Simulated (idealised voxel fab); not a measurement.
process module | voxel transistor to metal
cross-section cut | 155 nm wide | cells 5 nm
A cross-section is a grid of square cells, given in bands from the top down. A band is one or more rows of cells.
Each band's line starts with the height of the band's top and of its bottom, in nm. Then come its materials from left to right, each with its width in nm. One material with "throughout" fills the band from edge to edge. "air" is empty space.
Height 0 is the level under which the wafer as received is all one material. The lowest band goes on downwards, as in "0 down".
A width such as "30 to 40" changes by the same amount from each row of cells to the next, from the band's top row to its bottom row.
"no change" after a step means that no cell of the cross-section changed.
closed voids: empty space of 8 cells or more with no open way to the top, each as width x height at its distance from the left edge, in nm
after a step's settings: what the simulator itself notes on the step
overlay nm, on a step with a mask: how far to the right of its planned place the mask lay; to the left if negative
plan
1 op RECEIVE | material Si
2 op OXIDIZE | depth nm 5
3 op CONFORMAL_DEP | material SiN | thk nm 10
4 op PATTERN | tone cover | mask id ACTIVE | material resist | width nm 110 | thk nm 15 | overlay nm 0
5 op DIRECTIONAL_ETCH | etch materials SiN | depth nm 10
6 op DIRECTIONAL_ETCH | etch materials SiO2 | depth nm 5
7 op DIRECTIONAL_ETCH | etch materials Si | depth nm 20
8 op STRIP | etch materials resist
9 op OXIDIZE | depth nm 5
10 op FILL_DEP | material SiO2 | thk nm 5
11 op CMP | height nm 10
12 op SELECTIVE_ETCH | etch materials SiO2 | depth nm 5
13 op STRIP | etch materials SiN
14 op SELECTIVE_ETCH | etch materials SiO2 | depth nm 5
15 op OXIDIZE | depth nm 5
16 op DIRECTIONAL_DEP | material polySi | thk nm 25
17 op DIRECTIONAL_DEP | material SiCN | thk nm 15
18 op DIRECTIONAL_DEP | material aC | thk nm 10
19 op PATTERN | tone cover | mask id GATE | material resist | width nm 30 | thk nm 30 | overlay nm 0
20 op DIRECTIONAL_ETCH | etch materials aC | depth nm 10
21 op STRIP | etch materials resist
22 op DIRECTIONAL_ETCH | etch materials SiCN | depth nm 25
23 op DIRECTIONAL_ETCH | etch materials polySi | depth nm 35
24 op STRIP | etch materials aC
25 op CONFORMAL_DEP | material SiO2 | thk nm 5
26 op DIRECTIONAL_ETCH | etch materials SiO2 | depth nm 5
27 op CONFORMAL_DEP | material SiN | thk nm 5
28 op DIRECTIONAL_ETCH | etch materials SiN | depth nm 5
29 op DIRECTIONAL_ETCH | etch materials SiO2 | depth nm 5
30 op DIRECTIONAL_ETCH | etch materials Si | depth nm 5
31 op EPI | material pSi | thk nm 10
32 op FILL_DEP | material SiO2 | thk nm 5
33 op CMP | height nm 20
34 op STRIP | etch materials polySi
35 op SELECTIVE_ETCH | etch materials SiO2 | depth nm 5
36 op CONFORMAL_DEP | material HfO2 | thk nm 5
37 op CONFORMAL_DEP | material TiN | thk nm 5
38 op FILL_DEP | material W | thk nm 5
39 op CMP | height nm 15
40 op DIRECTIONAL_DEP | material SiO2 | thk nm 10
41 op PATTERN | tone open | mask id CONTACT | material resist | width nm 20 | pitch nm 80 | thk nm 20 | overlay nm 0
42 op DIRECTIONAL_ETCH | etch materials SiO2 | depth nm 30
43 op STRIP | etch materials resist
44 op CONFORMAL_DEP | material TiN | thk nm 5
45 op FILL_DEP | material W | thk nm 10
46 op CMP | height nm 25
47 op DIRECTIONAL_DEP | material TiN | thk nm 5
48 op DIRECTIONAL_DEP | material W | thk nm 25
49 op PATTERN | tone cover | mask id METAL_1 | material resist | width nm 20 | pitch nm 80 | thk nm 20 | overlay nm 0
50 op DIRECTIONAL_ETCH | etch materials W | depth nm 25
51 op DIRECTIONAL_ETCH | etch materials TiN | depth nm 5
52 op STRIP | etch materials resist
53 op CONFORMAL_DEP | material SiN | thk nm 5
54 op FILL_DEP | material SiO2 | thk nm 5
55 op CMP | height nm 55
56 op CONFORMAL_DEP | material SiCN | thk nm 5
57 op DIRECTIONAL_DEP | material SiO2 | thk nm 35
58 op DIRECTIONAL_DEP | material aC | thk nm 10
59 op PATTERN | tone open | mask id METAL_2 | material resist | width nm 20 | pitch nm 80 | thk nm 30 | overlay nm -10
60 op DIRECTIONAL_ETCH | etch materials aC | depth nm 10
61 op STRIP | etch materials resist
62 op DIRECTIONAL_ETCH | etch materials SiO2 | depth nm 20
63 op STRIP | etch materials aC
64 op DIRECTIONAL_DEP | material aC | thk nm 15
65 op PATTERN | tone open | mask id METAL_2_HOLES | material resist | width nm 15 | pitch nm 80 | thk nm 30 | overlay nm 0
66 op DIRECTIONAL_ETCH | etch materials aC | depth nm 15
67 op STRIP | etch materials resist
68 op DIRECTIONAL_ETCH | etch materials SiO2 | depth nm 15
69 op DIRECTIONAL_ETCH | etch materials SiCN | depth nm 5
70 op STRIP | etch materials aC
71 op CONFORMAL_DEP | material TiN | thk nm 5
72 op FILL_DEP | material Cu | thk nm 10
73 op CMP | height nm 95
74 op CONFORMAL_DEP | material SiCN | thk nm 5
varied across the wafers: overlay nm of step 59. The plan shows the first wafer's value. All wafers start alike
first wafer as received, after step 1
  0 down: Si throughout
  closed voids: none
each wafer at the end: cells of each material gained (+) or lost (-) since it was received, then its closed voids
overlay nm -10 | +16 Cu | +16 HfO2 | -116 Si | +58 SiCN | +53 SiN | +413 SiO2 | +86 TiN | +70 W | +24 pSi | closed voids: none
overlay nm -5 | +20 Cu | +16 HfO2 | -116 Si | +56 SiCN | +53 SiN | +413 SiO2 | +84 TiN | +70 W | +24 pSi | closed voids: none
overlay nm 0 | +20 Cu | +16 HfO2 | -116 Si | +56 SiCN | +53 SiN | +413 SiO2 | +84 TiN | +70 W | +24 pSi | closed voids: none
overlay nm 5 | +16 Cu | +16 HfO2 | -116 Si | +58 SiCN | +53 SiN | +413 SiO2 | +86 TiN | +70 W | +24 pSi | closed voids: none
overlay nm 10 | +20 Cu | +16 HfO2 | -116 Si | +60 SiCN | +53 SiN | +413 SiO2 | +80 TiN | +70 W | +24 pSi | closed voids: none
overlay nm 15 | +24 Cu | +16 HfO2 | -116 Si | +62 SiCN | +53 SiN | +413 SiO2 | +74 TiN | +70 W | +24 pSi | closed voids: none
